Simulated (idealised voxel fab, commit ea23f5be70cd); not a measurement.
The document below concerns the process module designated voxel wiring stack.
Section shown: cut. Width: 285 nm. Cell size: 5 nm, square.
This document writes a cross-section as a grid whose cells are square, and gives it as bands, listed from the top down; one or more rows of cells form a band. It is stipulated that each band's entry specify, in nanometres, the height of the top of the band and then that of its bottom, followed by the materials of the band in left-to-right sequence, each together with its width in nanometres. A single material marked by the word "edge to edge" is understood to fill the band from edge to edge; the word "air" is understood to denote empty space. The level at which height equals 0 is the one under which the wafer, as it arrives, is entirely one material. No lower edge exists for the bottom band, which continues downward and is notated as in "from 0 down". The two numbers in a width such as "30..40" mark its ends across the band: the first belongs to the top row of cells, the second to the bottom row, and from each row to the next the width moves by the same amount. The designation "nothing altered", where it is given for a processing step, indicates that no cell of the cross-section was altered in the course of that step. "Cavities, closed" - sealed voids, min. 8 cells, no opening to top; format: width x height at distance (distance from left edge; nm throughout). Text after the settings on a step's line: the simulator's own remark on that step. The line of a step may include "overlay nm". On a step with a mask, this value is how far to the right of its planned place the mask lay. A negative value means the mask lay to the left.
### Process steps foreseen in the plan
1,RECEIVE,material Si
2,CONFORMAL_DEP,material SiO2,thk nm 15
3,CONFORMAL_DEP,material SiCN,thk nm 5
4,DIRECTIONAL_DEP,material SiO2,thk nm 25
5,PATTERN,tone open,mask id METAL_1,material resist,width nm 25,pitch nm 45,thk nm 20,overlay nm 0
6,DIRECTIONAL_ETCH,etch materials SiO2,depth nm 25
7,DIRECTIONAL_ETCH,etch materials SiCN,depth nm 5
8,STRIP,etch materials resist
9,CONFORMAL_DEP,material TiN,thk nm 5
10,FILL_DEP,material Cu,thk nm 10
11,CMP,height nm 45
12,CONFORMAL_DEP,material SiCN,thk nm 5
13,DIRECTIONAL_DEP,material lowk,thk nm 35
14,PATTERN,tone open,mask id METAL_2,material resist,width nm 25,pitch nm 45,thk nm 15,overlay nm 0
15,DIRECTIONAL_ETCH,etch materials lowk,depth nm 20
16,STRIP,etch materials resist
17,MASKED_ETCH,tone open,mask id METAL_2_HOLES,width nm 15,etch materials lowk,depth nm 15,overlay nm 0
18,MASKED_ETCH,tone open,mask id METAL_2_HOLES,width nm 15,etch materials SiCN,depth nm 5,overlay nm 0
19,CONFORMAL_DEP,material TiN,thk nm 5
20,FILL_DEP,material Ru,thk nm 10
21,CMP,height nm 85
22,CONFORMAL_DEP,material SiN,thk nm 5
### So, the first of our two wafers, run just as we planned it
### Cross-section of the incoming wafer, state after step 1
> from 0 down: Si edge to edge
> Cavities, closed: none
### Cross-sectional representation of the wafer at the conclusion of step 2
> from 15 to 0: SiO2 edge to edge
> Beneath the level 0, the cross-section is identical to its previous state.
### Cross-sectional representation of the wafer at the conclusion of step 3
> from 20 to 15: SiCN edge to edge
> Beneath the level 15, the cross-section is identical to its previous state.
### Cross-sectional representation of the wafer at the conclusion of step 4
> from 45 to 20: SiO2 edge to edge
> Beneath the level 20, the cross-section is identical to its previous state.
### Cross-sectional representation of the wafer at the conclusion of step 5
> from 65 to 45: resist: 105  air: 25  resist: 20  air: 25  resist: 110
> Beneath the level 45, the cross-section is identical to its previous state.
### Cross-sectional representation of the wafer at the conclusion of step 6
> from 65 to 45: resist: 105  air: 25  resist: 20  air: 25  resist: 110
> from 45 to 20: SiO2: 105  air: 25  SiO2: 20  air: 25  SiO2: 110
> Beneath the level 20, the cross-section is identical to its previous state.
### Cross-sectional representation of the wafer at the conclusion of step 7
> from 65 to 45: resist: 105  air: 25  resist: 20  air: 25  resist: 110
> from 45 to 20: SiO2: 105  air: 25  SiO2: 20  air: 25  SiO2: 110
> from 20 to 15: SiCN: 105  air: 25  SiCN: 20  air: 25  SiCN: 110
> Beneath the level 15, the cross-section is identical to its previous state.
### Cross-sectional representation of the wafer at the conclusion of step 8
> from 45 to 20: SiO2: 105  air: 25  SiO2: 20  air: 25  SiO2: 110
> Beneath the level 20, the cross-section is identical to its previous state.
### Cross-sectional representation of the wafer at the conclusion of step 9
> from 50 to 45: TiN: 110  air: 15  TiN: 30  air: 15  TiN: 115
> from 45 to 20: SiO2: 105  TiN: 5  air: 15  TiN: 5  SiO2: 20  TiN: 5  air: 15  TiN: 5  SiO2: 110
> from 20 to 15: SiCN: 105  TiN: 25  SiCN: 20  TiN: 25  SiCN: 110
> Beneath the level 15, the cross-section is identical to its previous state.
### Cross-sectional representation of the wafer at the conclusion of step 10
> from 60 to 50: Cu edge to edge
> from 50 to 45: TiN: 110  Cu: 15  TiN: 30  Cu: 15  TiN: 115
> from 45 to 20: SiO2: 105  TiN: 5  Cu: 15  TiN: 5  SiO2: 20  TiN: 5  Cu: 15  TiN: 5  SiO2: 110
> Beneath the level 20, the cross-section is identical to its previous state.
### Cross-sectional representation of the wafer at the conclusion of step 11
> from 45 to 20: SiO2: 105  TiN: 5  Cu: 15  TiN: 5  SiO2: 20  TiN: 5  Cu: 15  TiN: 5  SiO2: 110
> Beneath the level 20, the cross-section is identical to its previous state.
### Cross-sectional representation of the wafer at the conclusion of step 12
> from 50 to 45: SiCN edge to edge
> Beneath the level 45, the cross-section is identical to its previous state.
### Cross-sectional representation of the wafer at the conclusion of step 13
> from 85 to 50: lowk edge to edge
> Beneath the level 50, the cross-section is identical to its previous state.
### Cross-sectional representation of the wafer at the conclusion of step 14
> from 100 to 85: resist: 105  air: 25  resist: 20  air: 25  resist: 110
> Beneath the level 85, the cross-section is identical to its previous state.
### Cross-sectional representation of the wafer at the conclusion of step 15
> from 100 to 85: resist: 105  air: 25  resist: 20  air: 25  resist: 110
> from 85 to 65: lowk: 105  air: 25  lowk: 20  air: 25  lowk: 110
> Beneath the level 65, the cross-section is identical to its previous state.
### Cross-sectional representation of the wafer at the conclusion of step 16
> from 85 to 65: lowk: 105  air: 25  lowk: 20  air: 25  lowk: 110
> Beneath the level 65, the cross-section is identical to its previous state.
### Cross-sectional representation of the wafer at the conclusion of step 17
> from 85 to 65: lowk: 105  air: 25  lowk: 20  air: 25  lowk: 110
> from 65 to 50: lowk: 105  air: 15  lowk: 165
> Beneath the level 50, the cross-section is identical to its previous state.
### Cross-sectional representation of the wafer at the conclusion of step 18
> from 85 to 65: lowk: 105  air: 25  lowk: 20  air: 25  lowk: 110
> from 65 to 50: lowk: 105  air: 15  lowk: 165
> from 50 to 45: SiCN: 105  air: 15  SiCN: 165
> Beneath the level 45, the cross-section is identical to its previous state.
### Cross-sectional representation of the wafer at the conclusion of step 19
> from 90 to 85: TiN: 110  air: 15  TiN: 30  air: 15  TiN: 115
> from 85 to 70: lowk: 105  TiN: 5  air: 15  TiN: 5  lowk: 20  TiN: 5  air: 15  TiN: 5  lowk: 110
> from 70 to 65: lowk: 105  TiN: 5  air: 5  TiN: 15  lowk: 20  TiN: 25  lowk: 110
> from 65 to 50: lowk: 105  TiN: 5  air: 5  TiN: 5  lowk: 165
> from 50 to 45: SiCN: 105  TiN: 15  SiCN: 165
> Beneath the level 45, the cross-section is identical to its previous state.
### Cross-sectional representation of the wafer at the conclusion of step 20
> from 100 to 90: Ru edge to edge
> from 90 to 85: TiN: 110  Ru: 15  TiN: 30  Ru: 15  TiN: 115
> from 85 to 70: lowk: 105  TiN: 5  Ru: 15  TiN: 5  lowk: 20  TiN: 5  Ru: 15  TiN: 5  lowk: 110
> from 70 to 65: lowk: 105  TiN: 5  Ru: 5  TiN: 15  lowk: 20  TiN: 25  lowk: 110
> from 65 to 50: lowk: 105  TiN: 5  Ru: 5  TiN: 5  lowk: 165
> Beneath the level 50, the cross-section is identical to its previous state.
### Cross-sectional representation of the wafer at the conclusion of step 21
> from 85 to 70: lowk: 105  TiN: 5  Ru: 15  TiN: 5  lowk: 20  TiN: 5  Ru: 15  TiN: 5  lowk: 110
> Beneath the level 70, the cross-section is identical to its previous state.
### Cross-sectional representation of the wafer at the conclusion of step 22
> from 90 to 85: SiN edge to edge
> Beneath the level 85, the cross-section is identical to its previous state.
### It is to be noted that the second wafer proceeded from the same initial state and according to the same plan as the first, although one mistake was committed in its execution; through step 4, inclusive, the two wafers share an identical history
### X-section, second wafer, when step 5 was due to finish
> from 65 to 45: resist: 110  air: 15  resist: 30  air: 15  resist: 115
> Beneath the level 45, the cross-section is identical to its previous state.
### X-section, second wafer, when step 6 was due to finish
> from 65 to 45: resist: 110  air: 15  resist: 30  air: 15  resist: 115
> from 45 to 20: SiO2: 110  air: 15  SiO2: 30  air: 15  SiO2: 115
> Beneath the level 20, the cross-section is identical to its previous state.
### X-section, second wafer, when step 7 was due to finish
> from 65 to 45: resist: 110  air: 15  resist: 30  air: 15  resist: 115
> from 45 to 20: SiO2: 110  air: 15  SiO2: 30  air: 15  SiO2: 115
> from 20 to 15: SiCN: 110  air: 15  SiCN: 30  air: 15  SiCN: 115
> Beneath the level 15, the cross-section is identical to its previous state.
### X-section, second wafer, when step 8 was due to finish
> from 45 to 20: SiO2: 110  air: 15  SiO2: 30  air: 15  SiO2: 115
> Beneath the level 20, the cross-section is identical to its previous state.
### X-section, second wafer, when step 9 was due to finish
> from 50 to 45: TiN: 115  air: 5  TiN: 40  air: 5  TiN: 120
> from 45 to 20: SiO2: 110  TiN: 5  air: 5  TiN: 5  SiO2: 30  TiN: 5  air: 5  TiN: 5  SiO2: 115
> from 20 to 15: SiCN: 110  TiN: 15  SiCN: 30  TiN: 15  SiCN: 115
> Beneath the level 15, the cross-section is identical to its previous state.
### X-section, second wafer, when step 10 was due to finish
> from 60 to 50: Cu edge to edge
> from 50 to 45: TiN: 115  Cu: 5  TiN: 40  Cu: 5  TiN: 120
> from 45 to 20: SiO2: 110  TiN: 5  Cu: 5  TiN: 5  SiO2: 30  TiN: 5  Cu: 5  TiN: 5  SiO2: 115
> Beneath the level 20, the cross-section is identical to its previous state.
### X-section, second wafer, when step 11 was due to finish
> from 45 to 20: SiO2: 110  TiN: 5  Cu: 5  TiN: 5  SiO2: 30  TiN: 5  Cu: 5  TiN: 5  SiO2: 115
> Beneath the level 20, the cross-section is identical to its previous state.
### X-section, second wafer, when step 12 was due to finish
> from 50 to 45: SiCN edge to edge
> Beneath the level 45, the cross-section is identical to its previous state.
### X-section, second wafer, when step 13 was due to finish
> from 85 to 50: lowk edge to edge
> Beneath the level 50, the cross-section is identical to its previous state.
### X-section, second wafer, when step 14 was due to finish
> from 100 to 85: resist: 105  air: 25  resist: 20  air: 25  resist: 110
> Beneath the level 85, the cross-section is identical to its previous state.
### X-section, second wafer, when step 15 was due to finish
> from 100 to 85: resist: 105  air: 25  resist: 20  air: 25  resist: 110
> from 85 to 65: lowk: 105  air: 25  lowk: 20  air: 25  lowk: 110
> Beneath the level 65, the cross-section is identical to its previous state.
### X-section, second wafer, when step 16 was due to finish
> from 85 to 65: lowk: 105  air: 25  lowk: 20  air: 25  lowk: 110
> Beneath the level 65, the cross-section is identical to its previous state.
### X-section, second wafer, when step 17 was due to finish
> from 85 to 65: lowk: 105  air: 25  lowk: 20  air: 25  lowk: 110
> from 65 to 50: lowk: 105  air: 15  lowk: 165
> Beneath the level 50, the cross-section is identical to its previous state.
### X-section, second wafer, when step 18 was due to finish
> from 85 to 65: lowk: 105  air: 25  lowk: 20  air: 25  lowk: 110
> from 65 to 50: lowk: 105  air: 15  lowk: 165
> from 50 to 45: SiCN: 105  air: 15  SiCN: 165
> Beneath the level 45, the cross-section is identical to its previous state.
### X-section, second wafer, when step 19 was due to finish
> from 90 to 85: TiN: 110  air: 15  TiN: 30  air: 15  TiN: 115
> from 85 to 70: lowk: 105  TiN: 5  air: 15  TiN: 5  lowk: 20  TiN: 5  air: 15  TiN: 5  lowk: 110
> from 70 to 65: lowk: 105  TiN: 5  air: 5  TiN: 15  lowk: 20  TiN: 25  lowk: 110
> from 65 to 50: lowk: 105  TiN: 5  air: 5  TiN: 5  lowk: 165
> from 50 to 45: SiCN: 105  TiN: 15  SiCN: 165
> Beneath the level 45, the cross-section is identical to its previous state.
### X-section, second wafer, when step 20 was due to finish
> from 100 to 90: Ru edge to edge
> from 90 to 85: TiN: 110  Ru: 15  TiN: 30  Ru: 15  TiN: 115
> from 85 to 70: lowk: 105  TiN: 5  Ru: 15  TiN: 5  lowk: 20  TiN: 5  Ru: 15  TiN: 5  lowk: 110
> from 70 to 65: lowk: 105  TiN: 5  Ru: 5  TiN: 15  lowk: 20  TiN: 25  lowk: 110
> from 65 to 50: lowk: 105  TiN: 5  Ru: 5  TiN: 5  lowk: 165
> Beneath the level 50, the cross-section is identical to its previous state.
### X-section, second wafer, when step 21 was due to finish
> from 85 to 70: lowk: 105  TiN: 5  Ru: 15  TiN: 5  lowk: 20  TiN: 5  Ru: 15  TiN: 5  lowk: 110
> Beneath the level 70, the cross-section is identical to its previous state.
### X-section, second wafer, when step 22 was due to finish
> from 90 to 85: SiN edge to edge
> Beneath the level 85, the cross-section is identical to its previous state.
What went wrong in running the wafer? step 5: run off-plan, actual operation and settings PATTERN,tone open,mask id METAL_1,material resist,width nm 15,pitch nm 45,thk nm 20,overlay nm 0
In the final state, the cell counts of the second wafer exceed or fall short of those of the first for the following materials: 20 fewer of Cu, 4 more of SiCN, 20 more of SiO2, 4 fewer of TiN
